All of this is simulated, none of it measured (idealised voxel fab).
The following is a process module called voxel air gaps.
175 nm wide, 5 nm square cells: that's cross-section cut.
Each cross-section below is a grid of square cells, stated as bands in top-down order, with one or more rows of cells making up each band. Read a band's entry like this: the first values are the height of its top and the height of its bottom in nm, and what follows is the sequence of materials from left to right, each with its width in nm. Note that "empty" is empty space, and that a single material marked "full width" reaches across the band from edge to edge. Convention: height 0 is the level below which the wafer, as received, is all one material. The lowest band does not terminate at the bottom but continues downward, represented as "top 0, no bottom". Read "30 to 40" as a graded width: first number on top, second number at the bottom, same change between each pair of neighbouring rows. Step marked "changes: none"? Then no cell in the cross-section changed in it. In "Fully sealed cavities" the enclosed voids are listed, meaning empty spaces of 8 cells or larger without any opening to the top. The form is width x height at distance, distance from the left edge, units nm. Formally, on a step line, whatever follows the settings is a remark that the simulator itself makes on the step. Each step line may optionally specify "overlay nm", which for a step with a mask gives the rightward distance between the mask's planned place and where it lay, a negative value indicating the leftward direction.

**Listed below are the process steps as planned**
step 1: RECEIVE: material Si
step 2: CONFORMAL_DEP: material SiO2, thk nm 10
step 3: CONFORMAL_DEP: material SiN, thk nm 5
step 4: DIRECTIONAL_DEP: material lowk, thk nm 40
step 5: PATTERN: tone open, mask id LINES, material resist, width nm 20, pitch nm 45, thk nm 20, overlay nm 0
step 6: DIRECTIONAL_ETCH: etch materials lowk, depth nm 40
step 7: STRIP: etch materials resist
step 8: CONFORMAL_DEP: material TiN, thk nm 5
step 9: FILL_DEP: material Cu, thk nm 10
step 10: CMP: height nm 55
step 11: EPI: material Ru, thk nm 10
step 12: SELECTIVE_ETCH: etch materials lowk, depth nm 50
step 13: CONFORMAL_DEP: material SiN, thk nm 5

**First of two wafers, with the run carried out as planned**

**The cross-section here shows the wafer as received, i.e. in its state after step 1**
top 0, no bottom  Si full width
Fully sealed cavities: none

**Cross-section of the wafer subsequent to step 2**
top 10, bottom 0  SiO2 full width
Unchanged below 0.

**Cross-section of the wafer subsequent to step 3**
top 15, bottom 10  SiN full width
Unchanged below 10.

**Cross-section of the wafer subsequent to step 4**
top 55, bottom 15  lowk full width
Unchanged below 15.

**Cross-section of the wafer subsequent to step 5**
top 75, bottom 55  30 of resist / 20 of empty / 25 of resist / 20 of empty / 25 of resist / 20 of empty / 35 of resist
Unchanged below 55.

**Cross-section of the wafer subsequent to step 6**
top 75, bottom 55  30 of resist / 20 of empty / 25 of resist / 20 of empty / 25 of resist / 20 of empty / 35 of resist
top 55, bottom 15  30 of lowk / 20 of empty / 25 of lowk / 20 of empty / 25 of lowk / 20 of empty / 35 of lowk
Unchanged below 15.

**Cross-section of the wafer subsequent to step 7**
top 55, bottom 15  30 of lowk / 20 of empty / 25 of lowk / 20 of empty / 25 of lowk / 20 of empty / 35 of lowk
Unchanged below 15.

**Cross-section of the wafer subsequent to step 8**
top 60, bottom 55  35 of TiN / 10 of empty / 35 of TiN / 10 of empty / 35 of TiN / 10 of empty / 40 of TiN
top 55, bottom 20  30 of lowk / 5 of TiN / 10 of empty / 5 of TiN / 25 of lowk / 5 of TiN / 10 of empty / 5 of TiN / 25 of lowk / 5 of TiN / 10 of empty / 5 of TiN / 35 of lowk
top 20, bottom 15  30 of lowk / 20 of TiN / 25 of lowk / 20 of TiN / 25 of lowk / 20 of TiN / 35 of lowk
Unchanged below 15.

**Cross-section of the wafer subsequent to step 9**
top 70, bottom 60  Cu full width
top 60, bottom 55  35 of TiN / 10 of Cu / 35 of TiN / 10 of Cu / 35 of TiN / 10 of Cu / 40 of TiN
top 55, bottom 20  30 of lowk / 5 of TiN / 10 of Cu / 5 of TiN / 25 of lowk / 5 of TiN / 10 of Cu / 5 of TiN / 25 of lowk / 5 of TiN / 10 of Cu / 5 of TiN / 35 of lowk
Unchanged below 20.

**Cross-section of the wafer subsequent to step 10**
top 55, bottom 20  30 of lowk / 5 of TiN / 10 of Cu / 5 of TiN / 25 of lowk / 5 of TiN / 10 of Cu / 5 of TiN / 25 of lowk / 5 of TiN / 10 of Cu / 5 of TiN / 35 of lowk
Unchanged below 20.

**Cross-section of the wafer subsequent to step 11**
top 65, bottom 55  20 of empty / 40 of Ru / 5 of empty / 40 of Ru / 5 of empty / 40 of Ru / 25 of empty
Unchanged below 55.

**Cross-section of the wafer subsequent to step 12**
top 65, bottom 55  20 of empty / 40 of Ru / 5 of empty / 40 of Ru / 5 of empty / 40 of Ru / 25 of empty
top 55, bottom 20  30 of empty / 5 of TiN / 10 of Cu / 5 of TiN / 25 of empty / 5 of TiN / 10 of Cu / 5 of TiN / 25 of empty / 5 of TiN / 10 of Cu / 5 of TiN / 35 of empty
top 20, bottom 15  30 of empty / 20 of TiN / 25 of empty / 20 of TiN / 25 of empty / 20 of TiN / 35 of empty
Unchanged below 15.

**Cross-section of the wafer subsequent to step 13**
top 70, bottom 65  15 of empty / 140 of SiN / 20 of empty
top 65, bottom 55  15 of empty / 5 of SiN / 40 of Ru / 5 of SiN / 40 of Ru / 5 of SiN / 40 of Ru / 5 of SiN / 20 of empty
top 55, bottom 50  15 of empty / 15 of SiN / 5 of TiN / 10 of Cu / 5 of TiN / 25 of SiN / 5 of TiN / 10 of Cu / 5 of TiN / 25 of SiN / 5 of TiN / 10 of Cu / 5 of TiN / 15 of SiN / 20 of empty
top 50, bottom 20  25 of empty / 5 of SiN / 5 of TiN / 10 of Cu / 5 of TiN / 5 of SiN / 15 of empty / 5 of SiN / 5 of TiN / 10 of Cu / 5 of TiN / 5 of SiN / 15 of empty / 5 of SiN / 5 of TiN / 10 of Cu / 5 of TiN / 5 of SiN / 30 of empty
top 20, bottom 15  30 of SiN / 20 of TiN / 25 of SiN / 20 of TiN / 25 of SiN / 20 of TiN / 35 of SiN
Unchanged below 15.
Fully sealed cavities: 15 x 30 at 55; 15 x 30 at 100

**For the second wafer, take the first wafer's start and plan, then add one mistake made in running it; everything through step 4, that step included, is shared with the first**

**X-section, second wafer, when step 5 was due to finish**
top 75, bottom 55  35 of resist / 20 of empty / 25 of resist / 20 of empty / 25 of resist / 20 of empty / 30 of resist
Unchanged below 55.

**X-section, second wafer, when step 6 was due to finish**
top 75, bottom 55  35 of resist / 20 of empty / 25 of resist / 20 of empty / 25 of resist / 20 of empty / 30 of resist
top 55, bottom 15  35 of lowk / 20 of empty / 25 of lowk / 20 of empty / 25 of lowk / 20 of empty / 30 of lowk
Unchanged below 15.

**X-section, second wafer, when step 7 was due to finish**
top 55, bottom 15  35 of lowk / 20 of empty / 25 of lowk / 20 of empty / 25 of lowk / 20 of empty / 30 of lowk
Unchanged below 15.

**X-section, second wafer, when step 8 was due to finish**
top 60, bottom 55  40 of TiN / 10 of empty / 35 of TiN / 10 of empty / 35 of TiN / 10 of empty / 35 of TiN
top 55, bottom 20  35 of lowk / 5 of TiN / 10 of empty / 5 of TiN / 25 of lowk / 5 of TiN / 10 of empty / 5 of TiN / 25 of lowk / 5 of TiN / 10 of empty / 5 of TiN / 30 of lowk
top 20, bottom 15  35 of lowk / 20 of TiN / 25 of lowk / 20 of TiN / 25 of lowk / 20 of TiN / 30 of lowk
Unchanged below 15.

**X-section, second wafer, when step 9 was due to finish**
top 70, bottom 60  Cu full width
top 60, bottom 55  40 of TiN / 10 of Cu / 35 of TiN / 10 of Cu / 35 of TiN / 10 of Cu / 35 of TiN
top 55, bottom 20  35 of lowk / 5 of TiN / 10 of Cu / 5 of TiN / 25 of lowk / 5 of TiN / 10 of Cu / 5 of TiN / 25 of lowk / 5 of TiN / 10 of Cu / 5 of TiN / 30 of lowk
Unchanged below 20.

**X-section, second wafer, when step 10 was due to finish**
top 55, bottom 20  35 of lowk / 5 of TiN / 10 of Cu / 5 of TiN / 25 of lowk / 5 of TiN / 10 of Cu / 5 of TiN / 25 of lowk / 5 of TiN / 10 of Cu / 5 of TiN / 30 of lowk
Unchanged below 20.

**X-section, second wafer, when step 11 was due to finish**
top 65, bottom 55  25 of empty / 40 of Ru / 5 of empty / 40 of Ru / 5 of empty / 40 of Ru / 20 of empty
Unchanged below 55.

**X-section, second wafer, when step 12 was due to finish**
top 65, bottom 55  25 of empty / 40 of Ru / 5 of empty / 40 of Ru / 5 of empty / 40 of Ru / 20 of empty
top 55, bottom 20  35 of empty / 5 of TiN / 10 of Cu / 5 of TiN / 25 of empty / 5 of TiN / 10 of Cu / 5 of TiN / 25 of empty / 5 of TiN / 10 of Cu / 5 of TiN / 30 of empty
top 20, bottom 15  35 of empty / 20 of TiN / 25 of empty / 20 of TiN / 25 of empty / 20 of TiN / 30 of empty
Unchanged below 15.

**X-section, second wafer, when step 13 was due to finish**
top 70, bottom 65  20 of empty / 140 of SiN / 15 of empty
top 65, bottom 55  20 of empty / 5 of SiN / 40 of Ru / 5 of SiN / 40 of Ru / 5 of SiN / 40 of Ru / 5 of SiN / 15 of empty
top 55, bottom 50  20 of empty / 15 of SiN / 5 of TiN / 10 of Cu / 5 of TiN / 25 of SiN / 5 of TiN / 10 of Cu / 5 of TiN / 25 of SiN / 5 of TiN / 10 of Cu / 5 of TiN / 15 of SiN / 15 of empty
top 50, bottom 20  30 of empty / 5 of SiN / 5 of TiN / 10 of Cu / 5 of TiN / 5 of SiN / 15 of empty / 5 of SiN / 5 of TiN / 10 of Cu / 5 of TiN / 5 of SiN / 15 of empty / 5 of SiN / 5 of TiN / 10 of Cu / 5 of TiN / 5 of SiN / 25 of empty
top 20, bottom 15  35 of SiN / 20 of TiN / 25 of SiN / 20 of TiN / 25 of SiN / 20 of TiN / 30 of SiN
Unchanged below 15.
Fully sealed cavities: 15 x 30 at 60; 15 x 30 at 105
What broke from the plan during processing? step 5 ran differently from the plan; actual operation with settings: PATTERN: tone open, mask id LINES, material resist, width nm 20, pitch nm 45, thk nm 20, overlay nm 5
If you tally the cells, the second wafer ends up with the same amount of every material as the first; it's all just sitting in different places.
